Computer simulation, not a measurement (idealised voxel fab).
process module | voxel released beams
cross-section cut | 170 nm wide | cells 5 nm
A cross-section is a grid of square cells, given in bands from the top down. A band is one or more rows of cells.
Each band's line starts with the height of the band's top and of its bottom, in nm. Then come its materials from left to right, each with its width in nm. One material with "throughout" fills the band from edge to edge. "air" is empty space.
Height 0 is the level under which the wafer as received is all one material. The lowest band goes on downwards, as in "0 down".
A width such as "30 to 40" changes by the same amount from each row of cells to the next, from the band's top row to its bottom row.
"no change" after a step means that no cell of the cross-section changed.
closed voids: empty space of 8 cells or more with no open way to the top, each as width x height at its distance from the left edge, in nm
after a step's settings: what the simulator itself notes on the step
overlay nm, on a step with a mask: how far to the right of its planned place the mask lay; to the left if negative
plan
1 op RECEIVE | material Si
2 op CONFORMAL_DEP | material Al2O3 | thk nm 5
3 op DIRECTIONAL_DEP | material SiO2 | thk nm 20
4 op PATTERN | tone open | mask id ANCHOR | material resist | width nm 40 | thk nm 20 | overlay nm 0
5 op DIRECTIONAL_ETCH | etch materials SiO2 | depth nm 20
6 op STRIP | etch materials resist
7 op CONFORMAL_DEP | material SiN | thk nm 15
8 op MASKED_ETCH | tone cover | mask id BEAM | width nm 85 | etch materials SiN | depth nm 15 | overlay nm 0
9 op STRIP | etch materials SiO2
first wafer, as planned
as received, after step 1
  0 down: Si throughout
  closed voids: none
after step 2
  5 to 0: Al2O3 throughout
  below 0: unchanged
after step 3
  25 to 5: SiO2 throughout
  below 5: unchanged
after step 4
  45 to 25: resist 45 | air 40 | resist 85
  below 25: unchanged
after step 5
  45 to 25: resist 45 | air 40 | resist 85
  25 to 5: SiO2 45 | air 40 | SiO2 85
  below 5: unchanged
after step 6
  25 to 5: SiO2 45 | air 40 | SiO2 85
  below 5: unchanged
after step 7
  40 to 25: SiN 60 | air 10 | SiN 100
  25 to 20: SiO2 45 | SiN 15 | air 10 | SiN 15 | SiO2 85
  20 to 5: SiO2 45 | SiN 40 | SiO2 85
  below 5: unchanged
after step 8
  40 to 25: air 40 | SiN 20 | air 10 | SiN 55 | air 45
  below 25: unchanged
after step 9
  40 to 25: air 40 | SiN 20 | air 10 | SiN 55 | air 45
  25 to 20: air 45 | SiN 15 | air 10 | SiN 15 | air 85
  20 to 5: air 45 | SiN 40 | air 85
  below 5: unchanged
second wafer: like start, like plan, one mistake. Through step 1 it matches the first wafer
when step 2 should have ended
  20 to 0: SiO2 throughout
  below 0: unchanged
when step 3 should have ended
  25 to 20: Al2O3 throughout
  below 20: unchanged
when step 4 should have ended
  45 to 25: resist 45 | air 40 | resist 85
  below 25: unchanged
when step 5 should have ended: no change
when step 6 should have ended
  25 to 20: Al2O3 throughout
  below 20: unchanged
when step 7 should have ended
  40 to 25: SiN throughout
  below 25: unchanged
when step 8 should have ended
  40 to 25: air 40 | SiN 85 | air 45
  below 25: unchanged
when step 9 should have ended: no change
what went wrong: steps 2 and 3 were swapped
at the end the second wafer has, in cells: 24 fewer of SiN | 136 more of SiO2
